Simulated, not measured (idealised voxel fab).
Herein follows the process module entitled voxel released beams.
Section shown: cut. Width: 235 nm. Cell size: 5 nm, square.
Just so we're on the same page, the cross-sections are grids of square cells, and they're listed out in bands top to bottom, each band one or more rows deep.
A band entry consists of two parts. The first gives the height of the band's top and the height of its bottom, in nm. The rest lists the band's materials from left to right, each with its width in nm. A single material labelled with the word "all across" fills the band from edge to edge, and the word "empty" marks empty space.
Convention: height 0 is the level below which the wafer, as received, is all one material. The lowest band does not terminate at the bottom but continues downward, represented as "0 and below".
Read "30 to 40" as a graded width: first number on top, second number at the bottom, same change between each pair of neighbouring rows.
The cross-section has no changed cell in any step marked "same as before".
So "Sealed void listing" is basically the list of trapped voids: any empty space of 8 cells or more that can't reach the top through an opening. They're written width x height at distance, the distance being from the left edge, and it's all nm.
Text after the settings on a step's line: the simulator's own remark on that step.
For masked steps, "overlay nm" on the step line gives how far right of plan the mask actually lay; a minus sign means it lay to the left.
[The planned process steps are enumerated hereunder]
- 1: RECEIVE [material Si]
- 2: CONFORMAL_DEP [material Al2O3] [thk nm 5]
- 3: DIRECTIONAL_DEP [material SiO2] [thk nm 20]
- 4: MASKED_ETCH [tone open] [mask id ANCHOR] [width nm 25] [etch materials SiO2] [depth nm 20] [overlay nm 0]
- 5: CONFORMAL_DEP [material W] [thk nm 10]
- 6: DIRECTIONAL_DEP [material aC] [thk nm 10]
- 7: PATTERN [tone cover] [mask id BEAM] [material resist] [width nm 80] [thk nm 25] [overlay nm 0]
- 8: DIRECTIONAL_ETCH [etch materials aC] [depth nm 10]
- 9: STRIP [etch materials resist]
- 10: DIRECTIONAL_ETCH [etch materials W] [depth nm 10]
- 11: STRIP [etch materials aC]
- 12: STRIP [etch materials SiO2]
[Here's what the wafer looked like in cross-section when it arrived - that's after step 1]
0 and below  Si all across
Sealed void listing: none
[Cross-sectional result after module completion. Note: starting condition and plan are unchanged from above; one processing mistake was made]
45 down to 35  Al2O3 90 nm; empty 5 nm; Al2O3 140 nm
35 down to 25  W 90 nm; empty 5 nm; W 140 nm
25 down to 15  SiO2 80 nm; W 10 nm; Al2O3 5 nm; W 10 nm; SiO2 130 nm
15 down to 5  SiO2 80 nm; W 25 nm; SiO2 130 nm
5 down to 0  Al2O3 all across
0 and below  Si all across
Sealed void listing: none
Heads up, the wafer didn't run the way we planned it: heads up, step 6 didn't go per plan, it actually ran as DIRECTIONAL_DEP [material Al2O3] [thk nm 10]
